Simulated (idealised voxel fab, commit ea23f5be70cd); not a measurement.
Presented below is a process module, voxel double patterning.
Each square cell in cross-section cut measures 5 nm, and the section as a whole is 250 nm wide.
In this document a cross-section is written as a grid of square cells. It is given as a series of bands, listed from the top down, and a band is one or more rows of cells. Band entry format. Leading values: height of top, height of bottom, nm. Remainder: materials in left-to-right order, each with its width in nm. Special words: "all across" on a single material, which then fills the band edge to edge; "empty", empty space. Heights from 0 (as-received wafer is one material below). Bottom band endless downward, as "0..down". The two numbers in a width such as "30->40" mark its ends across the band: the first belongs to the top row of cells, the second to the bottom row, and from each row to the next the width moves by the same amount. "nothing different", as given for a step, is the statement that not any cell of the cross-section underwent a change during that step. "Internal closed voids" contains a list of empty spaces, each no smaller than 8 cells and without an open way to the top, written in the form width x height at distance with the distance from the left edge and all three in nm. On each step's line, the part that comes after the settings is the simulator's own comment on the step. overlay nm: right-of-plan distance of the mask on a masked step; negative values mean left-of-plan.

### Process steps foreseen in the plan
- 1: RECEIVE (material Si)
- 2: CONFORMAL_DEP (material SiO2; thk nm 10)
- 3: DIRECTIONAL_DEP (material polySi; thk nm 20)
- 4: DIRECTIONAL_DEP (material SiN; thk nm 5)
- 5: MASKED_ETCH (tone open; mask id FIRST; width nm 15; pitch nm 50; etch materials SiN; depth nm 5; overlay nm 0)
- 6: MASKED_ETCH (tone open; mask id SECOND; width nm 15; pitch nm 50; etch materials SiN; depth nm 5; overlay nm 0)
- 7: DIRECTIONAL_ETCH (etch materials polySi; depth nm 20)
- 8: STRIP (etch materials SiN)

### first wafer, as planned

### Cross-section, incoming material, after step 1
0..down: Si all across
Internal closed voids: none

### After step 2: wafer cross-section
10..0: SiO2 all across
Below 0 it's all the same as before, nothing changed down there.

### After step 3: wafer cross-section
30..10: polySi all across
Below 10 it's all the same as before, nothing changed down there.

### After step 4: wafer cross-section
35..30: SiN all across
Below 30 it's all the same as before, nothing changed down there.

### After step 5: wafer cross-section
35..30: SiN=65, then empty=15, then SiN=35, then empty=15, then SiN=35, then empty=15, then SiN=70
Below 30 it's all the same as before, nothing changed down there.

### After step 6: wafer cross-section
35..30: SiN=65, then empty=15, then SiN=10, then empty=15, then SiN=10, then empty=15, then SiN=10, then empty=15, then SiN=10, then empty=15, then SiN=70
Below 30 it's all the same as before, nothing changed down there.

### After step 7: wafer cross-section
35..30: SiN=65, then empty=15, then SiN=10, then empty=15, then SiN=10, then empty=15, then SiN=10, then empty=15, then SiN=10, then empty=15, then SiN=70
30..10: polySi=65, then empty=15, then polySi=10, then empty=15, then polySi=10, then empty=15, then polySi=10, then empty=15, then polySi=10, then empty=15, then polySi=70
Below 10 it's all the same as before, nothing changed down there.

### After step 8: wafer cross-section
30..10: polySi=65, then empty=15, then polySi=10, then empty=15, then polySi=10, then empty=15, then polySi=10, then empty=15, then polySi=10, then empty=15, then polySi=70
Below 10 it's all the same as before, nothing changed down there.

### What follows concerns the second wafer, which started out like the first and was meant to follow the very same plan; one mistake crept in when it was run, but everything up to and including step 5 is the same as for the first wafer

### Second wafer, section view, time point: scheduled end of step 6
35..30: SiN=65, then empty=15, then SiN=5, then empty=15, then SiN=15, then empty=15, then SiN=5, then empty=15, then SiN=15, then empty=15, then SiN=70
Below 30 it's all the same as before, nothing changed down there.

### Second wafer, section view, time point: scheduled end of step 7
35..30: SiN=65, then empty=15, then SiN=5, then empty=15, then SiN=15, then empty=15, then SiN=5, then empty=15, then SiN=15, then empty=15, then SiN=70
30..10: polySi=65, then empty=15, then polySi=5, then empty=15, then polySi=15, then empty=15, then polySi=5, then empty=15, then polySi=15, then empty=15, then polySi=70
Below 10 it's all the same as before, nothing changed down there.

### Second wafer, section view, time point: scheduled end of step 8
30..10: polySi=65, then empty=15, then polySi=5, then empty=15, then polySi=15, then empty=15, then polySi=5, then empty=15, then polySi=15, then empty=15, then polySi=70
Below 10 it's all the same as before, nothing changed down there.
Finding, execution versus plan: not per plan at step 6, really ran MASKED_ETCH (tone open; mask id SECOND; width nm 15; pitch nm 50; etch materials SiN; depth nm 5; overlay nm -5)
Final wafers compared: equal cell tally per material, rearranged layout.
